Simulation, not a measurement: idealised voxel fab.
Module name: voxel released beams (process module)
cross-section cut | 185 nm wide | cells 5 nm
Cross-section = grid of square cells, listed top down in bands; band = one or more rows. The entry gives the band's vertical extent as a top height and a bottom height in nm, then its horizontal make-up as materials from left to right, each with a width in nm. "empty" stands for empty space; a single material marked "everywhere" fills the band edge to edge. The level at which height equals 0 is the one under which the wafer, as it arrives, is entirely one material. No lower edge exists for the bottom band, which continues downward and is notated as in "0..down". The notation "30->40" denotes a width that varies across the rows of cells in the band, beginning at the first number in the top row, finishing at the second number in the bottom row, and changing by an identical amount from each row to the next. A step reported as "no change" is a step in which no cell of the cross-section changed. The entry titled "Closed void list" provides the empty spaces that have no open way to the top, restricted to those of 8 cells or more. Each is presented as width x height at distance, the distance being measured from the left edge, with all three in nm. Text after the settings on a step's line: the simulator's own remark on that step. overlay nm: right-of-plan distance of the mask on a masked step; negative values mean left-of-plan.
Below is the list of planned process steps:
1,RECEIVE (material Si)
2,CONFORMAL_DEP (material SiN; thk nm 10)
3,DIRECTIONAL_DEP (material SiO2; thk nm 10)
4,PATTERN (tone open; mask id ANCHOR; material resist; width nm 25; thk nm 15; overlay nm 0)
5,DIRECTIONAL_ETCH (etch materials SiO2; depth nm 10)
6,STRIP (etch materials resist)
7,CONFORMAL_DEP (material TiN; thk nm 10)
8,MASKED_ETCH (tone cover; mask id BEAM; width nm 95; etch materials TiN; depth nm 10; overlay nm 0)
9,STRIP (etch materials SiO2)
First of two wafers: run as planned:
Delivered wafer in cross-section: state after step 1:
* 0..down | Si everywhere
* Closed void list: none
Upon completion of step 2, the wafer appears in cross-section as shown:
* 10..0 | SiN everywhere
* Heights below 0 show no change.
Upon completion of step 3, the wafer appears in cross-section as shown:
* 20..10 | SiO2 everywhere
* Heights below 10 show no change.
Upon completion of step 4, the wafer appears in cross-section as shown:
* 35..20 | resist: 45, then empty: 25, then resist: 115
* Heights below 20 show no change.
Upon completion of step 5, the wafer appears in cross-section as shown:
* 35..20 | resist: 45, then empty: 25, then resist: 115
* 20..10 | SiO2: 45, then empty: 25, then SiO2: 115
* Heights below 10 show no change.
Upon completion of step 6, the wafer appears in cross-section as shown:
* 20..10 | SiO2: 45, then empty: 25, then SiO2: 115
* Heights below 10 show no change.
Upon completion of step 7, the wafer appears in cross-section as shown:
* 30..20 | TiN: 55, then empty: 5, then TiN: 125
* 20..10 | SiO2: 45, then TiN: 25, then SiO2: 115
* Heights below 10 show no change.
Upon completion of step 8, the wafer appears in cross-section as shown:
* 30..20 | empty: 40, then TiN: 15, then empty: 5, then TiN: 75, then empty: 50
* Heights below 20 show no change.
Upon completion of step 9, the wafer appears in cross-section as shown:
* 30..20 | empty: 40, then TiN: 15, then empty: 5, then TiN: 75, then empty: 50
* 20..10 | empty: 45, then TiN: 25, then empty: 115
* Heights below 10 show no change.
For the second wafer, take the first wafer's start and plan, then add one mistake made in running it; everything through step 5, that step included, is shared with the first:
Planned end of step 6: second wafer, cross-section:
* 20..10 | SiO2: 45, then empty: 25, then SiO2: 115
* Heights below 10 show no change.
Planned end of step 7: second wafer, cross-section:
* 30..20 | TiN: 55, then empty: 5, then TiN: 125
* 20..10 | SiO2: 45, then TiN: 25, then SiO2: 115
* Heights below 10 show no change.
Planned end of step 8: second wafer, cross-section:
* 30..20 | empty: 40, then TiN: 15, then empty: 5, then TiN: 75, then empty: 50
* Heights below 20 show no change.
Planned end of step 9: second wafer, cross-section:
* 30..20 | empty: 40, then TiN: 15, then empty: 5, then TiN: 75, then empty: 50
* 20..10 | empty: 45, then TiN: 25, then empty: 115
* Heights below 10 show no change.
What broke from the plan during processing? step 6 of the plan was carried out twice
At process end the two wafers are indistinguishable in cross-section, so the error does not change what this model computes.
